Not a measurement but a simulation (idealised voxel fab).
process module | voxel self aligned vias
cross-section cut | 235 nm wide | cells 5 nm
A cross-section is a grid of square cells, given in bands from the top down. A band is one or more rows of cells.
Each band's line starts with the height of the band's top and of its bottom, in nm. Then come its materials from left to right, each with its width in nm. One material with "throughout" fills the band from edge to edge. "air" is empty space.
Height 0 is the level under which the wafer as received is all one material. The lowest band goes on downwards, as in "0 down".
A width such as "30 to 40" changes by the same amount from each row of cells to the next, from the band's top row to its bottom row.
"no change" after a step means that no cell of the cross-section changed.
closed voids: empty space of 8 cells or more with no open way to the top, each as width x height at its distance from the left edge, in nm
after a step's settings: what the simulator itself notes on the step
overlay nm, on a step with a mask: how far to the right of its planned place the mask lay; to the left if negative
plan
1 op RECEIVE | material Si
2 op CONFORMAL_DEP | material SiO2 | thk nm 15
3 op CONFORMAL_DEP | material SiCN | thk nm 5
4 op DIRECTIONAL_DEP | material lowk | thk nm 30
5 op DIRECTIONAL_DEP | material aC | thk nm 15
6 op PATTERN | tone open | mask id LINES | material resist | width nm 20 | pitch nm 60 | thk nm 35 | overlay nm 0
7 op DIRECTIONAL_ETCH | etch materials aC | depth nm 15
8 op STRIP | etch materials resist
9 op DIRECTIONAL_ETCH | etch materials lowk | depth nm 30
10 op STRIP | etch materials aC
11 op CONFORMAL_DEP | material TiN | thk nm 5
12 op FILL_DEP | material Ru | thk nm 5
13 op CMP | height nm 50
14 op SELECTIVE_ETCH | etch materials W Ru TiN | depth nm 5
15 op FILL_DEP | material SiN | thk nm 5
16 op CMP | height nm 50
17 op DIRECTIONAL_DEP | material lowk | thk nm 20
18 op PATTERN | tone open | mask id VIAS | material resist | width nm 30 | pitch nm 60 | thk nm 15 | overlay nm 0
19 op DIRECTIONAL_ETCH | etch materials lowk | depth nm 20
20 op DIRECTIONAL_ETCH | etch materials SiN | depth nm 5
21 op STRIP | etch materials resist
22 op CONFORMAL_DEP | material TiN | thk nm 5
23 op FILL_DEP | material Cu | thk nm 10
24 op CMP | height nm 70
25 op CONFORMAL_DEP | material SiCN | thk nm 5
first wafer, as planned
as received, after step 1
  0 down: Si throughout
  closed voids: none
after step 2
  15 to 0: SiO2 throughout
  below 0: unchanged
after step 3
  20 to 15: SiCN throughout
  below 15: unchanged
after step 4
  50 to 20: lowk throughout
  below 20: unchanged
after step 5
  65 to 50: aC throughout
  below 50: unchanged
after step 6
  100 to 65: resist 75 | air 20 | resist 40 | air 20 | resist 80
  below 65: unchanged
after step 7
  85 to 65: resist 75 | air 20 | resist 40 | air 20 | resist 80
  65 to 50: aC 75 | air 20 | aC 40 | air 20 | aC 80
  below 50: unchanged
after step 8
  65 to 50: aC 75 | air 20 | aC 40 | air 20 | aC 80
  below 50: unchanged
after step 9
  65 to 50: aC 75 | air 20 | aC 40 | air 20 | aC 80
  50 to 20: lowk 75 | air 20 | lowk 40 | air 20 | lowk 80
  below 20: unchanged
after step 10
  50 to 20: lowk 75 | air 20 | lowk 40 | air 20 | lowk 80
  below 20: unchanged
after step 11
  55 to 50: TiN 80 | air 10 | TiN 50 | air 10 | TiN 85
  50 to 25: lowk 75 | TiN 5 | air 10 | TiN 5 | lowk 40 | TiN 5 | air 10 | TiN 5 | lowk 80
  25 to 20: lowk 75 | TiN 20 | lowk 40 | TiN 20 | lowk 80
  below 20: unchanged
after step 12
  60 to 55: Ru throughout
  55 to 50: TiN 80 | Ru 10 | TiN 50 | Ru 10 | TiN 85
  50 to 25: lowk 75 | TiN 5 | Ru 10 | TiN 5 | lowk 40 | TiN 5 | Ru 10 | TiN 5 | lowk 80
  below 25: unchanged
after step 13
  50 to 25: lowk 75 | TiN 5 | Ru 10 | TiN 5 | lowk 40 | TiN 5 | Ru 10 | TiN 5 | lowk 80
  below 25: unchanged
after step 14
  50 to 45: lowk 75 | air 20 | lowk 40 | air 20 | lowk 80
  below 45: unchanged
after step 15
  55 to 50: SiN throughout
  50 to 45: lowk 75 | SiN 20 | lowk 40 | SiN 20 | lowk 80
  below 45: unchanged
after step 16
  50 to 45: lowk 75 | SiN 20 | lowk 40 | SiN 20 | lowk 80
  below 45: unchanged
after step 17
  70 to 50: lowk throughout
  below 50: unchanged
after step 18
  85 to 70: resist 70 | air 30 | resist 30 | air 30 | resist 75
  below 70: unchanged
after step 19
  85 to 70: resist 70 | air 30 | resist 30 | air 30 | resist 75
  70 to 50: lowk 70 | air 30 | lowk 30 | air 30 | lowk 75
  below 50: unchanged
after step 20
  85 to 70: resist 70 | air 30 | resist 30 | air 30 | resist 75
  70 to 50: lowk 70 | air 30 | lowk 30 | air 30 | lowk 75
  50 to 45: lowk 75 | air 20 | lowk 40 | air 20 | lowk 80
  below 45: unchanged
after step 21
  70 to 50: lowk 70 | air 30 | lowk 30 | air 30 | lowk 75
  below 50: unchanged
after step 22
  75 to 70: TiN 75 | air 20 | TiN 40 | air 20 | TiN 80
  70 to 55: lowk 70 | TiN 5 | air 20 | TiN 5 | lowk 30 | TiN 5 | air 20 | TiN 5 | lowk 75
  55 to 50: lowk 70 | TiN 10 | air 10 | TiN 10 | lowk 30 | TiN 10 | air 10 | TiN 10 | lowk 75
  50 to 45: lowk 75 | TiN 20 | lowk 40 | TiN 20 | lowk 80
  below 45: unchanged
after step 23
  85 to 75: Cu throughout
  75 to 70: TiN 75 | Cu 20 | TiN 40 | Cu 20 | TiN 80
  70 to 55: lowk 70 | TiN 5 | Cu 20 | TiN 5 | lowk 30 | TiN 5 | Cu 20 | TiN 5 | lowk 75
  55 to 50: lowk 70 | TiN 10 | Cu 10 | TiN 10 | lowk 30 | TiN 10 | Cu 10 | TiN 10 | lowk 75
  below 50: unchanged
after step 24
  70 to 55: lowk 70 | TiN 5 | Cu 20 | TiN 5 | lowk 30 | TiN 5 | Cu 20 | TiN 5 | lowk 75
  below 55: unchanged
after step 25
  75 to 70: SiCN throughout
  below 70: unchanged
second wafer: like start, like plan, one mistake. Through step 5 it matches the first wafer
when step 6 should have ended
  100 to 65: resist 65 | air 20 | resist 40 | air 20 | resist 90
  below 65: unchanged
when step 7 should have ended
  85 to 65: resist 65 | air 20 | resist 40 | air 20 | resist 90
  65 to 50: aC 65 | air 20 | aC 40 | air 20 | aC 90
  below 50: unchanged
when step 8 should have ended
  65 to 50: aC 65 | air 20 | aC 40 | air 20 | aC 90
  below 50: unchanged
when step 9 should have ended
  65 to 50: aC 65 | air 20 | aC 40 | air 20 | aC 90
  50 to 20: lowk 65 | air 20 | lowk 40 | air 20 | lowk 90
  below 20: unchanged
when step 10 should have ended
  50 to 20: lowk 65 | air 20 | lowk 40 | air 20 | lowk 90
  below 20: unchanged
when step 11 should have ended
  55 to 50: TiN 70 | air 10 | TiN 50 | air 10 | TiN 95
  50 to 25: lowk 65 | TiN 5 | air 10 | TiN 5 | lowk 40 | TiN 5 | air 10 | TiN 5 | lowk 90
  25 to 20: lowk 65 | TiN 20 | lowk 40 | TiN 20 | lowk 90
  below 20: unchanged
when step 12 should have ended
  60 to 55: Ru throughout
  55 to 50: TiN 70 | Ru 10 | TiN 50 | Ru 10 | TiN 95
  50 to 25: lowk 65 | TiN 5 | Ru 10 | TiN 5 | lowk 40 | TiN 5 | Ru 10 | TiN 5 | lowk 90
  below 25: unchanged
when step 13 should have ended
  50 to 25: lowk 65 | TiN 5 | Ru 10 | TiN 5 | lowk 40 | TiN 5 | Ru 10 | TiN 5 | lowk 90
  below 25: unchanged
when step 14 should have ended
  50 to 45: lowk 65 | air 20 | lowk 40 | air 20 | lowk 90
  below 45: unchanged
when step 15 should have ended
  55 to 50: SiN throughout
  50 to 45: lowk 65 | SiN 20 | lowk 40 | SiN 20 | lowk 90
  below 45: unchanged
when step 16 should have ended
  50 to 45: lowk 65 | SiN 20 | lowk 40 | SiN 20 | lowk 90
  below 45: unchanged
when step 17 should have ended
  70 to 50: lowk throughout
  below 50: unchanged
when step 18 should have ended
  85 to 70: resist 70 | air 30 | resist 30 | air 30 | resist 75
  below 70: unchanged
when step 19 should have ended
  85 to 70: resist 70 | air 30 | resist 30 | air 30 | resist 75
  70 to 50: lowk 70 | air 30 | lowk 30 | air 30 | lowk 75
  below 50: unchanged
when step 20 should have ended
  85 to 70: resist 70 | air 30 | resist 30 | air 30 | resist 75
  70 to 50: lowk 70 | air 30 | lowk 30 | air 30 | lowk 75
  50 to 45: lowk 65 | SiN 5 | air 15 | lowk 40 | SiN 5 | air 15 | lowk 90
  below 45: unchanged
when step 21 should have ended
  70 to 50: lowk 70 | air 30 | lowk 30 | air 30 | lowk 75
  below 50: unchanged
when step 22 should have ended
  75 to 70: TiN 75 | air 20 | TiN 40 | air 20 | TiN 80
  70 to 55: lowk 70 | TiN 5 | air 20 | TiN 5 | lowk 30 | TiN 5 | air 20 | TiN 5 | lowk 75
  55 to 50: lowk 70 | TiN 5 | air 5 | TiN 20 | lowk 30 | TiN 5 | air 5 | TiN 20 | lowk 75
  50 to 45: lowk 65 | SiN 5 | TiN 15 | lowk 40 | SiN 5 | TiN 15 | lowk 90
  below 45: unchanged
when step 23 should have ended
  85 to 75: Cu throughout
  75 to 70: TiN 75 | Cu 20 | TiN 40 | Cu 20 | TiN 80
  70 to 55: lowk 70 | TiN 5 | Cu 20 | TiN 5 | lowk 30 | TiN 5 | Cu 20 | TiN 5 | lowk 75
  55 to 50: lowk 70 | TiN 5 | Cu 5 | TiN 20 | lowk 30 | TiN 5 | Cu 5 | TiN 20 | lowk 75
  below 50: unchanged
when step 24 should have ended
  70 to 55: lowk 70 | TiN 5 | Cu 20 | TiN 5 | lowk 30 | TiN 5 | Cu 20 | TiN 5 | lowk 75
  below 55: unchanged
when step 25 should have ended
  75 to 70: SiCN throughout
  below 70: unchanged
what went wrong: step 6 ran as: op PATTERN | tone open | mask id LINES | material resist | width nm 20 | pitch nm 60 | thk nm 35 | overlay nm -10
at the end the second wafer has, in cells: 2 fewer of Cu | 2 more of SiN
